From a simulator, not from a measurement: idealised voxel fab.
voxel tone inversion: a process module
The width of the displayed cross-section, cut, is 220 nm; its cells are square, with a size of 5 nm.
Cross-section format: a grid of square cells, given as bands from top to bottom; each band is one or more rows of cells.
The entry gives the band's vertical extent as a top height and a bottom height in nm, then its horizontal make-up as materials from left to right, each with a width in nm. "blank" stands for empty space; a single material marked "throughout" fills the band edge to edge.
For the purposes of this specification, 0 denotes the height below which the wafer in its as-received condition is composed wholly of one material, and the lowermost band, lacking a lower limit, extends downward without end, as expressed in "0 nm and below".
With a width like "30..40", each row of cells in the band differs from the next by the same amount, the top row carrying the first number and the bottom row the second.
Reading "no modification" for a step: not a cell of the cross-section changed in it.
The entry titled "Voids, enclosed" provides the empty spaces that have no open way to the top, restricted to those of 8 cells or more. Each is presented as width x height at distance, the distance being measured from the left edge, with all three in nm.
If you see something after the settings on a step's line, that's the simulator's own remark about that step.
"overlay nm", when on a step's line for a step with a mask, measures how far to the right of its planned place the mask lay; a negative measure means to the left.
The process steps that were planned are listed below
1,RECEIVE, material Si
2,CONFORMAL_DEP, material SiN, thk nm 5
3,DIRECTIONAL_DEP, material aC, thk nm 20
4,PATTERN, tone cover, mask id POSTS, material resist, width nm 20, pitch nm 40, thk nm 30, overlay nm 0
5,DIRECTIONAL_ETCH, etch materials aC, depth nm 20
6,STRIP, etch materials resist
7,FILL_DEP, material lowk, thk nm 5
8,CMP, height nm 25
9,STRIP, etch materials aC
10,CONFORMAL_DEP, material TiN, thk nm 5
11,FILL_DEP, material Cu, thk nm 10
12,CMP, height nm 25
13,CONFORMAL_DEP, material SiCN, thk nm 5
Cross-section of the wafer as it came to us, i.e., already through step 1
* 0 nm and below: Si throughout
* Voids, enclosed: none
Wafer at module end, in section. Began as above, planned as above, run with one mistake
* 30 nm to 25 nm: SiCN throughout
* 25 nm to 20 nm: lowk throughout
* 20 nm to 5 nm: lowk 80, then aC 20, then lowk 20, then aC 20, then lowk 80
* 5 nm to 0 nm: SiN throughout
* 0 nm and below: Si throughout
* Voids, enclosed: none
Plan not followed: contrary to plan, step 3 was performed as DIRECTIONAL_DEP, material aC, thk nm 15
